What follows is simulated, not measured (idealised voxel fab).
The following process module bears the name voxel self aligned vias.
For reference, the cross-section in this document is cut, with width 225 nm and square cells of 5 nm.
When this document writes out a cross-section, it uses a grid of square cells and lists it as bands, beginning at the top and moving down, with a band standing for one or more rows of cells.
What a band's entry tells you: where the top is and where the bottom is, as heights in nm, and after that what lies inside, material by material from left to right, each with its width in nm. Empty space is written as the word "blank", and a single material marked with the word "everywhere" occupies the band from edge to edge.
Ref level 0: as-received wafer is one material below here. Bottom band extends down with no lower bound ("0 and below").
It should be noted that a width expressed as "30->40" varies in equal increments from row to row of cells within the band, taking the value of the first number at the top row and that of the second number at the bottom row.
Where a step carries "everything unchanged", the cross-section came out of it unchanged, cell for cell.
Cavities, closed: empty space of 8 cells or more with no open way to the top, each as width x height at its distance from the left edge, in nm
Whatever follows a step's settings on its line is a remark the simulator itself makes about that step.
"overlay nm" denotes, for a step that has a mask, the displacement of the mask to the right of its planned place, with negative values corresponding to the left.

These are the steps we planned for the process
1. op RECEIVE | material Si
2. op CONFORMAL_DEP | material SiO2 | thk nm 10
3. op CONFORMAL_DEP | material SiCN | thk nm 5
4. op DIRECTIONAL_DEP | material lowk | thk nm 20
5. op MASKED_ETCH | tone open | mask id LINES | width nm 30 | pitch nm 55 | etch materials lowk | depth nm 20 | overlay nm 0
6. op CONFORMAL_DEP | material TiN | thk nm 5
7. op FILL_DEP | material Ru | thk nm 10
8. op CMP | height nm 35
9. op SELECTIVE_ETCH | etch materials W Ru TiN | depth nm 5
10. op FILL_DEP | material SiN | thk nm 5
11. op CMP | height nm 35
12. op DIRECTIONAL_DEP | material lowk | thk nm 15
13. op DIRECTIONAL_DEP | material aC | thk nm 10
14. op PATTERN | tone open | mask id VIAS | material resist | width nm 40 | pitch nm 55 | thk nm 30 | overlay nm 0
15. op DIRECTIONAL_ETCH | etch materials aC | depth nm 10
16. op STRIP | etch materials resist
17. op DIRECTIONAL_ETCH | etch materials lowk | depth nm 15
18. op DIRECTIONAL_ETCH | etch materials SiN | depth nm 5
19. op STRIP | etch materials aC
20. op CONFORMAL_DEP | material TiN | thk nm 5
21. op FILL_DEP | material Ru | thk nm 10
22. op CMP | height nm 50
23. op CONFORMAL_DEP | material SiN | thk nm 5

Of two wafers, the first: run according to plan

Cross-section, incoming material, after step 1
	0 and below: Si everywhere
	Cavities, closed: none

After step 2, in cross-section
	10 down to 0: SiO2 everywhere
	Unchanged below 0.

After step 3, in cross-section
	15 down to 10: SiCN everywhere
	Unchanged below 10.

After step 4, in cross-section
	35 down to 15: lowk everywhere
	Unchanged below 15.

After step 5, in cross-section
	35 down to 15: 40 of lowk / 30 of blank / 25 of lowk / 30 of blank / 25 of lowk / 30 of blank / 45 of lowk
	Unchanged below 15.

After step 6, in cross-section
	40 down to 35: 45 of TiN / 20 of blank / 35 of TiN / 20 of blank / 35 of TiN / 20 of blank / 50 of TiN
	35 down to 20: 40 of lowk / 5 of TiN / 20 of blank / 5 of TiN / 25 of lowk / 5 of TiN / 20 of blank / 5 of TiN / 25 of lowk / 5 of TiN / 20 of blank / 5 of TiN / 45 of lowk
	20 down to 15: 40 of lowk / 30 of TiN / 25 of lowk / 30 of TiN / 25 of lowk / 30 of TiN / 45 of lowk
	Unchanged below 15.

After step 7, in cross-section
	50 down to 40: Ru everywhere
	40 down to 35: 45 of TiN / 20 of Ru / 35 of TiN / 20 of Ru / 35 of TiN / 20 of Ru / 50 of TiN
	35 down to 20: 40 of lowk / 5 of TiN / 20 of Ru / 5 of TiN / 25 of lowk / 5 of TiN / 20 of Ru / 5 of TiN / 25 of lowk / 5 of TiN / 20 of Ru / 5 of TiN / 45 of lowk
	Unchanged below 20.

After step 8, in cross-section
	35 down to 20: 40 of lowk / 5 of TiN / 20 of Ru / 5 of TiN / 25 of lowk / 5 of TiN / 20 of Ru / 5 of TiN / 25 of lowk / 5 of TiN / 20 of Ru / 5 of TiN / 45 of lowk
	Unchanged below 20.

After step 9, in cross-section
	35 down to 30: 40 of lowk / 30 of blank / 25 of lowk / 30 of blank / 25 of lowk / 30 of blank / 45 of lowk
	Unchanged below 30.

After step 10, in cross-section
	40 down to 35: SiN everywhere
	35 down to 30: 40 of lowk / 30 of SiN / 25 of lowk / 30 of SiN / 25 of lowk / 30 of SiN / 45 of lowk
	Unchanged below 30.

After step 11, in cross-section
	35 down to 30: 40 of lowk / 30 of SiN / 25 of lowk / 30 of SiN / 25 of lowk / 30 of SiN / 45 of lowk
	Unchanged below 30.

After step 12, in cross-section
	50 down to 35: lowk everywhere
	Unchanged below 35.

After step 13, in cross-section
	60 down to 50: aC everywhere
	Unchanged below 50.

After step 14, in cross-section
	90 down to 60: 35 of resist / 40 of blank / 15 of resist / 40 of blank / 15 of resist / 40 of blank / 40 of resist
	Unchanged below 60.

After step 15, in cross-section
	80 down to 60: 35 of resist / 40 of blank / 15 of resist / 40 of blank / 15 of resist / 40 of blank / 40 of resist
	60 down to 50: 35 of aC / 40 of blank / 15 of aC / 40 of blank / 15 of aC / 40 of blank / 40 of aC
	Unchanged below 50.

After step 16, in cross-section
	60 down to 50: 35 of aC / 40 of blank / 15 of aC / 40 of blank / 15 of aC / 40 of blank / 40 of aC
	Unchanged below 50.

After step 17, in cross-section
	60 down to 50: 35 of aC / 40 of blank / 15 of aC / 40 of blank / 15 of aC / 40 of blank / 40 of aC
	50 down to 35: 35 of lowk / 40 of blank / 15 of lowk / 40 of blank / 15 of lowk / 40 of blank / 40 of lowk
	Unchanged below 35.

After step 18, in cross-section
	60 down to 50: 35 of aC / 40 of blank / 15 of aC / 40 of blank / 15 of aC / 40 of blank / 40 of aC
	50 down to 35: 35 of lowk / 40 of blank / 15 of lowk / 40 of blank / 15 of lowk / 40 of blank / 40 of lowk
	35 down to 30: 40 of lowk / 30 of blank / 25 of lowk / 30 of blank / 25 of lowk / 30 of blank / 45 of lowk
	Unchanged below 30.

After step 19, in cross-section
	50 down to 35: 35 of lowk / 40 of blank / 15 of lowk / 40 of blank / 15 of lowk / 40 of blank / 40 of lowk
	Unchanged below 35.

After step 20, in cross-section
	55 down to 50: 40 of TiN / 30 of blank / 25 of TiN / 30 of blank / 25 of TiN / 30 of blank / 45 of TiN
	50 down to 40: 35 of lowk / 5 of TiN / 30 of blank / 5 of TiN / 15 of lowk / 5 of TiN / 30 of blank / 5 of TiN / 15 of lowk / 5 of TiN / 30 of blank / 5 of TiN / 40 of lowk
	40 down to 35: 35 of lowk / 10 of TiN / 20 of blank / 10 of TiN / 15 of lowk / 10 of TiN / 20 of blank / 10 of TiN / 15 of lowk / 10 of TiN / 20 of blank / 10 of TiN / 40 of lowk
	35 down to 30: 40 of lowk / 30 of TiN / 25 of lowk / 30 of TiN / 25 of lowk / 30 of TiN / 45 of lowk
	Unchanged below 30.

After step 21, in cross-section
	65 down to 55: Ru everywhere
	55 down to 50: 40 of TiN / 30 of Ru / 25 of TiN / 30 of Ru / 25 of TiN / 30 of Ru / 45 of TiN
	50 down to 40: 35 of lowk / 5 of TiN / 30 of Ru / 5 of TiN / 15 of lowk / 5 of TiN / 30 of Ru / 5 of TiN / 15 of lowk / 5 of TiN / 30 of Ru / 5 of TiN / 40 of lowk
	40 down to 35: 35 of lowk / 10 of TiN / 20 of Ru / 10 of TiN / 15 of lowk / 10 of TiN / 20 of Ru / 10 of TiN / 15 of lowk / 10 of TiN / 20 of Ru / 10 of TiN / 40 of lowk
	Unchanged below 35.

After step 22, in cross-section
	50 down to 40: 35 of lowk / 5 of TiN / 30 of Ru / 5 of TiN / 15 of lowk / 5 of TiN / 30 of Ru / 5 of TiN / 15 of lowk / 5 of TiN / 30 of Ru / 5 of TiN / 40 of lowk
	Unchanged below 40.

After step 23, in cross-section
	55 down to 50: SiN everywhere
	Unchanged below 50.

Wafer two of two - same starting point, same process plan, one mistake in execution; matches wafer one up to and including step 16

Cross-section of the second wafer corresponding to the planned conclusion of step 17
	60 down to 50: 35 of aC / 40 of blank / 15 of aC / 40 of blank / 15 of aC / 40 of blank / 40 of aC
	50 down to 35: 35 of lowk / 40 of blank / 15 of lowk / 40 of blank / 15 of lowk / 40 of blank / 40 of lowk
	35 down to 30: 35 of lowk / 5 of blank / 30 of SiN / 5 of blank / 15 of lowk / 5 of blank / 30 of SiN / 5 of blank / 15 of lowk / 5 of blank / 30 of SiN / 5 of blank / 40 of lowk
	30 down to 20: 35 of lowk / 5 of blank / 5 of TiN / 20 of Ru / 5 of TiN / 5 of blank / 15 of lowk / 5 of blank / 5 of TiN / 20 of Ru / 5 of TiN / 5 of blank / 15 of lowk / 5 of blank / 5 of TiN / 20 of Ru / 5 of TiN / 5 of blank / 40 of lowk
	Unchanged below 20.

Cross-section of the second wafer corresponding to the planned conclusion of step 18
	60 down to 50: 35 of aC / 40 of blank / 15 of aC / 40 of blank / 15 of aC / 40 of blank / 40 of aC
	50 down to 30: 35 of lowk / 40 of blank / 15 of lowk / 40 of blank / 15 of lowk / 40 of blank / 40 of lowk
	Unchanged below 30.

Cross-section of the second wafer corresponding to the planned conclusion of step 19
	50 down to 30: 35 of lowk / 40 of blank / 15 of lowk / 40 of blank / 15 of lowk / 40 of blank / 40 of lowk
	Unchanged below 30.

Cross-section of the second wafer corresponding to the planned conclusion of step 20
	55 down to 50: 40 of TiN / 30 of blank / 25 of TiN / 30 of blank / 25 of TiN / 30 of blank / 45 of TiN
	50 down to 35: 35 of lowk / 5 of TiN / 30 of blank / 5 of TiN / 15 of lowk / 5 of TiN / 30 of blank / 5 of TiN / 15 of lowk / 5 of TiN / 30 of blank / 5 of TiN / 40 of lowk
	35 down to 30: 35 of lowk / 40 of TiN / 15 of lowk / 40 of TiN / 15 of lowk / 40 of TiN / 40 of lowk
	30 down to 20: 35 of lowk / 10 of TiN / 20 of Ru / 10 of TiN / 15 of lowk / 10 of TiN / 20 of Ru / 10 of TiN / 15 of lowk / 10 of TiN / 20 of Ru / 10 of TiN / 40 of lowk
	Unchanged below 20.

Cross-section of the second wafer corresponding to the planned conclusion of step 21
	65 down to 55: Ru everywhere
	55 down to 50: 40 of TiN / 30 of Ru / 25 of TiN / 30 of Ru / 25 of TiN / 30 of Ru / 45 of TiN
	50 down to 35: 35 of lowk / 5 of TiN / 30 of Ru / 5 of TiN / 15 of lowk / 5 of TiN / 30 of Ru / 5 of TiN / 15 of lowk / 5 of TiN / 30 of Ru / 5 of TiN / 40 of lowk
	Unchanged below 35.

Cross-section of the second wafer corresponding to the planned conclusion of step 22
	50 down to 35: 35 of lowk / 5 of TiN / 30 of Ru / 5 of TiN / 15 of lowk / 5 of TiN / 30 of Ru / 5 of TiN / 15 of lowk / 5 of TiN / 30 of Ru / 5 of TiN / 40 of lowk
	Unchanged below 35.

Cross-section of the second wafer corresponding to the planned conclusion of step 23
	55 down to 50: SiN everywhere
	Unchanged below 50.
Short version of what went wrong: step 17 from the plan got run twice
End of process, cell counts, second wafer against first, materials with more or fewer: Ru +6 | TiN +12 | lowk -18
